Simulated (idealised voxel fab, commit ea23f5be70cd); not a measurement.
The following is a process module called voxel ribs on slabs.
270 nm wide, 5 nm square cells: that's cross-section cut.
For the purposes of this document, a cross-section shall be understood as a grid of square cells, specified as bands listed in top-to-bottom order, each band consisting of one or more rows of cells.
In this notation a band is specified by the heights of its top and bottom, in that order and in nm, after which its materials appear from left to right, each paired with its width in nm. The word "throughout" attached to a single material means that material fills the band from edge to edge; the word "blank" stands for empty space.
Heads up on the height convention: 0 is the point under which the incoming wafer is all one material, and the lowest band has no bottom, it just keeps going down, like "0 and below".
The width entry "30->40" should be interpreted row by row: the top row of cells in the band takes the first number, the bottom row takes the second number, and the change between adjacent rows is uniform throughout.
You'll sometimes find "no change" written for a step, and that's the way of saying that nowhere in the cross-section did a cell change during that step.
The entry titled "Completely sealed voids" provides the empty spaces that have no open way to the top, restricted to those of 8 cells or more. Each is presented as width x height at distance, the distance being measured from the left edge, with all three in nm.
It should be noted that, on the line of a given step, the content following the step's settings is a remark produced by the simulator itself with respect to that step.
The "overlay nm" setting may appear on a step's line; for a step that uses a mask, it gives how far to the right of its planned position the mask lay, and a negative value indicates the left.
Set out below are the planned steps of the process
- 1: RECEIVE (material Si)
- 2: DIRECTIONAL_DEP (material SiO2; thk nm 30)
- 3: DIRECTIONAL_DEP (material polySi; thk nm 20)
- 4: PATTERN (tone cover; mask id RIB; material resist; width nm 20; thk nm 15; overlay nm 0)
- 5: DIRECTIONAL_ETCH (etch materials polySi; depth nm 5)
- 6: STRIP (etch materials resist)
- 7: DIRECTIONAL_DEP (material aC; thk nm 15)
- 8: PATTERN (tone cover; mask id SLAB; material resist; width nm 50; thk nm 35; overlay nm 0)
- 9: DIRECTIONAL_ETCH (etch materials aC; depth nm 15)
- 10: STRIP (etch materials resist)
- 11: DIRECTIONAL_ETCH (etch materials polySi; depth nm 15)
- 12: STRIP (etch materials aC)
- 13: FILL_DEP (material SiO2; thk nm 25)
- 14: CMP (height nm 65)
- 15: DIRECTIONAL_DEP (material TiN; thk nm 5)
- 16: PATTERN (tone cover; mask id HEATER; material resist; width nm 30; thk nm 15; overlay nm 0)
- 17: DIRECTIONAL_ETCH (etch materials TiN; depth nm 5)
- 18: STRIP (etch materials resist)
- 19: CONFORMAL_DEP (material SiO2; thk nm 10)
Incoming wafer in cross-section (state: after step 1)
    0 and below  Si throughout
    Completely sealed voids: none
Here's the wafer cut in cross-section after the module, started and planned just like above, except one thing was done wrong in the run
    80 down to 75  110 nm blank; 50 nm TiN; 110 nm blank
    75 down to 65  TiN throughout
    65 down to 50  SiO2 throughout
    50 down to 45  125 nm SiO2; 20 nm polySi; 125 nm SiO2
    45 down to 30  110 nm SiO2; 50 nm polySi; 110 nm SiO2
    30 down to 0  SiO2 throughout
    0 and below  Si throughout
    Completely sealed voids: none
Which mistake was made when the wafer was run? note that step 19 departed from the planned setting and was carried out as CONFORMAL_DEP (material TiN; thk nm 10)
